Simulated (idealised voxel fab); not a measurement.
The document below concerns the process module designated voxel capacitor over wiring.
The cross-section shown here is cut; it is 275 nm wide and divided into square cells measuring 5 nm on a side.
A cross-section is a grid of square cells, given in bands from the top down. A band is one or more rows of cells. Look at the band entry: it leads with the top's height and the bottom's height in nm. Then it lists the materials left to right, with a width in nm for each. The word "all across" on a single material says that material fills the band edge to edge. The word "empty" is empty space. Heights are measured from 0, the level below which the as-received wafer is all one material; the lowest band has no bottom and continues downward, written as in "0 and below". It should be noted that a width expressed as "30->40" varies in equal increments from row to row of cells within the band, taking the value of the first number at the top row and that of the second number at the bottom row. The cross-section has no changed cell in any step marked "nothing was modified". The entry "Fully sealed voids" lists the empty spaces that cover at least 8 cells and have no open path to the top. Each is written as width x height at distance, where the distance is measured from the left edge and all three values are in nm. What comes after the settings on a step's line is commentary from the simulator itself on that step. "overlay nm" answers the question of how far to the right of plan the mask lay on a step that has a mask, and when it is negative the answer is to the left.

[This section lists the process steps that were planned]
step 1: RECEIVE | material Si
step 2: CONFORMAL_DEP | material SiO2 | thk nm 10
step 3: CONFORMAL_DEP | material SiCN | thk nm 5
step 4: DIRECTIONAL_DEP | material lowk | thk nm 20
step 5: MASKED_ETCH | tone open | mask id METAL_1 | width nm 30 | pitch nm 90 | etch materials lowk | depth nm 20 | overlay nm 0
step 6: MASKED_ETCH | tone open | mask id METAL_1 | width nm 30 | pitch nm 90 | etch materials SiCN | depth nm 5 | overlay nm 0
step 7: CONFORMAL_DEP | material TiN | thk nm 5
step 8: FILL_DEP | material Cu | thk nm 5
step 9: CMP | height nm 35
step 10: CONFORMAL_DEP | material SiCN | thk nm 5
step 11: DIRECTIONAL_DEP | material SiO2 | thk nm 15
step 12: PATTERN | tone open | mask id PLUG_1 | material resist | width nm 15 | thk nm 20 | overlay nm 0
step 13: DIRECTIONAL_ETCH | etch materials SiO2 | depth nm 15
step 14: DIRECTIONAL_ETCH | etch materials SiCN | depth nm 5
step 15: STRIP | etch materials resist
step 16: CONFORMAL_DEP | material TiN | thk nm 5
step 17: FILL_DEP | material Ru | thk nm 10
step 18: CMP | height nm 55
step 19: DIRECTIONAL_DEP | material TiN | thk nm 5
step 20: DIRECTIONAL_DEP | material SiN | thk nm 5
step 21: DIRECTIONAL_DEP | material TiN | thk nm 5
step 22: MASKED_ETCH | tone cover | mask id UPPER_PLATE | width nm 65 | etch materials TiN | depth nm 5 | overlay nm 0
step 23: MASKED_ETCH | tone cover | mask id UPPER_PLATE | width nm 65 | etch materials SiN | depth nm 5 | overlay nm 0
step 24: PATTERN | tone cover | mask id LOWER_PLATE | material resist | width nm 75 | thk nm 15 | overlay nm 0
step 25: DIRECTIONAL_ETCH | etch materials TiN | depth nm 5
step 26: STRIP | etch materials resist
step 27: FILL_DEP | material SiO2 | thk nm 20
step 28: CMP | height nm 85
step 29: MASKED_ETCH | tone open | mask id PLUG_2 | width nm 15 | etch materials SiO2 | depth nm 15 | overlay nm 0
step 30: CONFORMAL_DEP | material TiN | thk nm 5
step 31: FILL_DEP | material Ru | thk nm 5
step 32: CMP | height nm 85
step 33: CONFORMAL_DEP | material SiN | thk nm 5

[The first of the two wafers, which ran as planned]

[Cross-sectional view of the wafer in its as-received condition, corresponding to the state after step 1]
  0 and below = Si all across
  Fully sealed voids: none

[Presented here is a cross-section of the wafer after step 2 has been performed]
  10 down to 0 = SiO2 all across
  Heights below 0 show no change.

[Presented here is a cross-section of the wafer after step 3 has been performed]
  15 down to 10 = SiCN all across
  Heights below 10 show no change.

[Presented here is a cross-section of the wafer after step 4 has been performed]
  35 down to 15 = lowk all across
  Heights below 15 show no change.

[Presented here is a cross-section of the wafer after step 5 has been performed]
  35 down to 15 = lowk 75 nm  empty 30 nm  lowk 60 nm  empty 30 nm  lowk 80 nm
  Heights below 15 show no change.

[Presented here is a cross-section of the wafer after step 6 has been performed]
  35 down to 15 = lowk 75 nm  empty 30 nm  lowk 60 nm  empty 30 nm  lowk 80 nm
  15 down to 10 = SiCN 75 nm  empty 30 nm  SiCN 60 nm  empty 30 nm  SiCN 80 nm
  Heights below 10 show no change.

[Presented here is a cross-section of the wafer after step 7 has been performed]
  40 down to 35 = TiN 80 nm  empty 20 nm  TiN 70 nm  empty 20 nm  TiN 85 nm
  35 down to 15 = lowk 75 nm  TiN 5 nm  empty 20 nm  TiN 5 nm  lowk 60 nm  TiN 5 nm  empty 20 nm  TiN 5 nm  lowk 80 nm
  15 down to 10 = SiCN 75 nm  TiN 30 nm  SiCN 60 nm  TiN 30 nm  SiCN 80 nm
  Heights below 10 show no change.

[Presented here is a cross-section of the wafer after step 8 has been performed]
  45 down to 40 = Cu all across
  40 down to 35 = TiN 80 nm  Cu 20 nm  TiN 70 nm  Cu 20 nm  TiN 85 nm
  35 down to 15 = lowk 75 nm  TiN 5 nm  Cu 20 nm  TiN 5 nm  lowk 60 nm  TiN 5 nm  Cu 20 nm  TiN 5 nm  lowk 80 nm
  Heights below 15 show no change.

[Presented here is a cross-section of the wafer after step 9 has been performed]
  35 down to 15 = lowk 75 nm  TiN 5 nm  Cu 20 nm  TiN 5 nm  lowk 60 nm  TiN 5 nm  Cu 20 nm  TiN 5 nm  lowk 80 nm
  Heights below 15 show no change.

[Presented here is a cross-section of the wafer after step 10 has been performed]
  40 down to 35 = SiCN all across
  Heights below 35 show no change.

[Presented here is a cross-section of the wafer after step 11 has been performed]
  55 down to 40 = SiO2 all across
  Heights below 40 show no change.

[Presented here is a cross-section of the wafer after step 12 has been performed]
  75 down to 55 = resist 90 nm  empty 15 nm  resist 170 nm
  Heights below 55 show no change.

[Presented here is a cross-section of the wafer after step 13 has been performed]
  75 down to 55 = resist 90 nm  empty 15 nm  resist 170 nm
  55 down to 40 = SiO2 90 nm  empty 15 nm  SiO2 170 nm
  Heights below 40 show no change.

[Presented here is a cross-section of the wafer after step 14 has been performed]
  75 down to 55 = resist 90 nm  empty 15 nm  resist 170 nm
  55 down to 40 = SiO2 90 nm  empty 15 nm  SiO2 170 nm
  40 down to 35 = SiCN 90 nm  empty 15 nm  SiCN 170 nm
  Heights below 35 show no change.

[Presented here is a cross-section of the wafer after step 15 has been performed]
  55 down to 40 = SiO2 90 nm  empty 15 nm  SiO2 170 nm
  Heights below 40 show no change.

[Presented here is a cross-section of the wafer after step 16 has been performed]
  60 down to 55 = TiN 95 nm  empty 5 nm  TiN 175 nm
  55 down to 40 = SiO2 90 nm  TiN 5 nm  empty 5 nm  TiN 5 nm  SiO2 170 nm
  40 down to 35 = SiCN 90 nm  TiN 15 nm  SiCN 170 nm
  Heights below 35 show no change.

[Presented here is a cross-section of the wafer after step 17 has been performed]
  70 down to 60 = Ru all across
  60 down to 55 = TiN 95 nm  Ru 5 nm  TiN 175 nm
  55 down to 40 = SiO2 90 nm  TiN 5 nm  Ru 5 nm  TiN 5 nm  SiO2 170 nm
  Heights below 40 show no change.

[Presented here is a cross-section of the wafer after step 18 has been performed]
  55 down to 40 = SiO2 90 nm  TiN 5 nm  Ru 5 nm  TiN 5 nm  SiO2 170 nm
  Heights below 40 show no change.

[Presented here is a cross-section of the wafer after step 19 has been performed]
  60 down to 55 = TiN all across
  Heights below 55 show no change.

[Presented here is a cross-section of the wafer after step 20 has been performed]
  65 down to 60 = SiN all across
  Heights below 60 show no change.

[Presented here is a cross-section of the wafer after step 21 has been performed]
  70 down to 65 = TiN all across
  Heights below 65 show no change.

[Presented here is a cross-section of the wafer after step 22 has been performed]
  70 down to 65 = empty 90 nm  TiN 65 nm  empty 120 nm
  Heights below 65 show no change.

[Presented here is a cross-section of the wafer after step 23 has been performed]
  70 down to 65 = empty 90 nm  TiN 65 nm  empty 120 nm
  65 down to 60 = empty 90 nm  SiN 65 nm  empty 120 nm
  Heights below 60 show no change.

[Presented here is a cross-section of the wafer after step 24 has been performed]
  85 down to 70 = empty 85 nm  resist 75 nm  empty 115 nm
  70 down to 65 = empty 85 nm  resist 5 nm  TiN 65 nm  resist 5 nm  empty 115 nm
  65 down to 60 = empty 85 nm  resist 5 nm  SiN 65 nm  resist 5 nm  empty 115 nm
  Heights below 60 show no change.

[Presented here is a cross-section of the wafer after step 25 has been performed]
  85 down to 70 = empty 85 nm  resist 75 nm  empty 115 nm
  70 down to 65 = empty 85 nm  resist 5 nm  TiN 65 nm  resist 5 nm  empty 115 nm
  65 down to 60 = empty 85 nm  resist 5 nm  SiN 65 nm  resist 5 nm  empty 115 nm
  60 down to 55 = empty 85 nm  TiN 75 nm  empty 115 nm
  Heights below 55 show no change.

[Presented here is a cross-section of the wafer after step 26 has been performed]
  70 down to 65 = empty 90 nm  TiN 65 nm  empty 120 nm
  65 down to 60 = empty 90 nm  SiN 65 nm  empty 120 nm
  Heights below 60 show no change.

[Presented here is a cross-section of the wafer after step 27 has been performed]
  90 down to 70 = SiO2 all across
  70 down to 65 = SiO2 90 nm  TiN 65 nm  SiO2 120 nm
  65 down to 60 = SiO2 90 nm  SiN 65 nm  SiO2 120 nm
  60 down to 55 = SiO2 85 nm  TiN 75 nm  SiO2 115 nm
  Heights below 55 show no change.

[Presented here is a cross-section of the wafer after step 28 has been performed]
  85 down to 70 = SiO2 all across
  Heights below 70 show no change.

[Presented here is a cross-section of the wafer after step 29 has been performed]
  85 down to 70 = SiO2 100 nm  empty 15 nm  SiO2 160 nm
  Heights below 70 show no change.

[Presented here is a cross-section of the wafer after step 30 has been performed]
  90 down to 85 = TiN 105 nm  empty 5 nm  TiN 165 nm
  85 down to 75 = SiO2 100 nm  TiN 5 nm  empty 5 nm  TiN 5 nm  SiO2 160 nm
  75 down to 65 = SiO2 100->90 nm  TiN 15->65 nm  SiO2 160->120 nm
  Heights below 65 show no change.

[Presented here is a cross-section of the wafer after step 31 has been performed]
  95 down to 90 = Ru all across
  90 down to 85 = TiN 105 nm  Ru 5 nm  TiN 165 nm
  85 down to 75 = SiO2 100 nm  TiN 5 nm  Ru 5 nm  TiN 5 nm  SiO2 160 nm
  Heights below 75 show no change.

[Presented here is a cross-section of the wafer after step 32 has been performed]
  85 down to 75 = SiO2 100 nm  TiN 5 nm  Ru 5 nm  TiN 5 nm  SiO2 160 nm
  Heights below 75 show no change.

[Presented here is a cross-section of the wafer after step 33 has been performed]
  90 down to 85 = SiN all across
  Heights below 85 show no change.

[The second wafer began exactly as the first did and followed the same plan, but one mistake was made while running it; through step 2 inclusive, the two wafers are identical]

Second wafer cross-section, taken as of the time the plan sets for step 3 to be done: nothing was modified

[Second wafer cross-section, taken as of the time the plan sets for step 4 to be done]
  30 down to 10 = lowk all across
  Heights below 10 show no change.

[Second wafer cross-section, taken as of the time the plan sets for step 5 to be done]
  30 down to 10 = lowk 75 nm  empty 30 nm  lowk 60 nm  empty 30 nm  lowk 80 nm
  Heights below 10 show no change.

Second wafer cross-section, taken as of the time the plan sets for step 6 to be done: nothing was modified

[Second wafer cross-section, taken as of the time the plan sets for step 7 to be done]
  35 down to 30 = TiN 80 nm  empty 20 nm  TiN 70 nm  empty 20 nm  TiN 85 nm
  30 down to 15 = lowk 75 nm  TiN 5 nm  empty 20 nm  TiN 5 nm  lowk 60 nm  TiN 5 nm  empty 20 nm  TiN 5 nm  lowk 80 nm
  15 down to 10 = lowk 75 nm  TiN 30 nm  lowk 60 nm  TiN 30 nm  lowk 80 nm
  Heights below 10 show no change.

[Second wafer cross-section, taken as of the time the plan sets for step 8 to be done]
  40 down to 35 = Cu all across
  35 down to 30 = TiN 80 nm  Cu 20 nm  TiN 70 nm  Cu 20 nm  TiN 85 nm
  30 down to 15 = lowk 75 nm  TiN 5 nm  Cu 20 nm  TiN 5 nm  lowk 60 nm  TiN 5 nm  Cu 20 nm  TiN 5 nm  lowk 80 nm
  Heights below 15 show no change.

[Second wafer cross-section, taken as of the time the plan sets for step 9 to be done]
  35 down to 30 = TiN 80 nm  Cu 20 nm  TiN 70 nm  Cu 20 nm  TiN 85 nm
  Heights below 30 show no change.

[Second wafer cross-section, taken as of the time the plan sets for step 10 to be done]
  40 down to 35 = SiCN all across
  Heights below 35 show no change.

[Second wafer cross-section, taken as of the time the plan sets for step 11 to be done]
  55 down to 40 = SiO2 all across
  Heights below 40 show no change.

[Second wafer cross-section, taken as of the time the plan sets for step 12 to be done]
  75 down to 55 = resist 90 nm  empty 15 nm  resist 170 nm
  Heights below 55 show no change.

[Second wafer cross-section, taken as of the time the plan sets for step 13 to be done]
  75 down to 55 = resist 90 nm  empty 15 nm  resist 170 nm
  55 down to 40 = SiO2 90 nm  empty 15 nm  SiO2 170 nm
  Heights below 40 show no change.

[Second wafer cross-section, taken as of the time the plan sets for step 14 to be done]
  75 down to 55 = resist 90 nm  empty 15 nm  resist 170 nm
  55 down to 40 = SiO2 90 nm  empty 15 nm  SiO2 170 nm
  40 down to 35 = SiCN 90 nm  empty 15 nm  SiCN 170 nm
  Heights below 35 show no change.

[Second wafer cross-section, taken as of the time the plan sets for step 15 to be done]
  55 down to 40 = SiO2 90 nm  empty 15 nm  SiO2 170 nm
  Heights below 40 show no change.

[Second wafer cross-section, taken as of the time the plan sets for step 16 to be done]
  60 down to 55 = TiN 95 nm  empty 5 nm  TiN 175 nm
  55 down to 40 = SiO2 90 nm  TiN 5 nm  empty 5 nm  TiN 5 nm  SiO2 170 nm
  40 down to 35 = SiCN 90 nm  TiN 15 nm  SiCN 170 nm
  Heights below 35 show no change.

[Second wafer cross-section, taken as of the time the plan sets for step 17 to be done]
  70 down to 60 = Ru all across
  60 down to 55 = TiN 95 nm  Ru 5 nm  TiN 175 nm
  55 down to 40 = SiO2 90 nm  TiN 5 nm  Ru 5 nm  TiN 5 nm  SiO2 170 nm
  Heights below 40 show no change.

[Second wafer cross-section, taken as of the time the plan sets for step 18 to be done]
  55 down to 40 = SiO2 90 nm  TiN 5 nm  Ru 5 nm  TiN 5 nm  SiO2 170 nm
  Heights below 40 show no change.

[Second wafer cross-section, taken as of the time the plan sets for step 19 to be done]
  60 down to 55 = TiN all across
  Heights below 55 show no change.

[Second wafer cross-section, taken as of the time the plan sets for step 20 to be done]
  65 down to 60 = SiN all across
  Heights below 60 show no change.

[Second wafer cross-section, taken as of the time the plan sets for step 21 to be done]
  70 down to 65 = TiN all across
  Heights below 65 show no change.

[Second wafer cross-section, taken as of the time the plan sets for step 22 to be done]
  70 down to 65 = empty 90 nm  TiN 65 nm  empty 120 nm
  Heights below 65 show no change.

[Second wafer cross-section, taken as of the time the plan sets for step 23 to be done]
  70 down to 65 = empty 90 nm  TiN 65 nm  empty 120 nm
  65 down to 60 = empty 90 nm  SiN 65 nm  empty 120 nm
  Heights below 60 show no change.

[Second wafer cross-section, taken as of the time the plan sets for step 24 to be done]
  85 down to 70 = empty 85 nm  resist 75 nm  empty 115 nm
  70 down to 65 = empty 85 nm  resist 5 nm  TiN 65 nm  resist 5 nm  empty 115 nm
  65 down to 60 = empty 85 nm  resist 5 nm  SiN 65 nm  resist 5 nm  empty 115 nm
  Heights below 60 show no change.

[Second wafer cross-section, taken as of the time the plan sets for step 25 to be done]
  85 down to 70 = empty 85 nm  resist 75 nm  empty 115 nm
  70 down to 65 = empty 85 nm  resist 5 nm  TiN 65 nm  resist 5 nm  empty 115 nm
  65 down to 60 = empty 85 nm  resist 5 nm  SiN 65 nm  resist 5 nm  empty 115 nm
  60 down to 55 = empty 85 nm  TiN 75 nm  empty 115 nm
  Heights below 55 show no change.

[Second wafer cross-section, taken as of the time the plan sets for step 26 to be done]
  70 down to 65 = empty 90 nm  TiN 65 nm  empty 120 nm
  65 down to 60 = empty 90 nm  SiN 65 nm  empty 120 nm
  Heights below 60 show no change.

[Second wafer cross-section, taken as of the time the plan sets for step 27 to be done]
  90 down to 70 = SiO2 all across
  70 down to 65 = SiO2 90 nm  TiN 65 nm  SiO2 120 nm
  65 down to 60 = SiO2 90 nm  SiN 65 nm  SiO2 120 nm
  60 down to 55 = SiO2 85 nm  TiN 75 nm  SiO2 115 nm
  Heights below 55 show no change.

[Second wafer cross-section, taken as of the time the plan sets for step 28 to be done]
  85 down to 70 = SiO2 all across
  Heights below 70 show no change.

[Second wafer cross-section, taken as of the time the plan sets for step 29 to be done]
  85 down to 70 = SiO2 100 nm  empty 15 nm  SiO2 160 nm
  Heights below 70 show no change.

[Second wafer cross-section, taken as of the time the plan sets for step 30 to be done]
  90 down to 85 = TiN 105 nm  empty 5 nm  TiN 165 nm
  85 down to 75 = SiO2 100 nm  TiN 5 nm  empty 5 nm  TiN 5 nm  SiO2 160 nm
  75 down to 65 = SiO2 100->90 nm  TiN 15->65 nm  SiO2 160->120 nm
  Heights below 65 show no change.

[Second wafer cross-section, taken as of the time the plan sets for step 31 to be done]
  95 down to 90 = Ru all across
  90 down to 85 = TiN 105 nm  Ru 5 nm  TiN 165 nm
  85 down to 75 = SiO2 100 nm  TiN 5 nm  Ru 5 nm  TiN 5 nm  SiO2 160 nm
  Heights below 75 show no change.

[Second wafer cross-section, taken as of the time the plan sets for step 32 to be done]
  85 down to 75 = SiO2 100 nm  TiN 5 nm  Ru 5 nm  TiN 5 nm  SiO2 160 nm
  Heights below 75 show no change.

[Second wafer cross-section, taken as of the time the plan sets for step 33 to be done]
  90 down to 85 = SiN all across
  Heights below 85 show no change.
Where did the run depart from the plan? plan step 3 never ran because it was skipped
Once processing is complete, comparing cell counts shows that the second wafer has more or fewer of certain materials than the first: SiCN: 43 fewer, TiN: 43 more
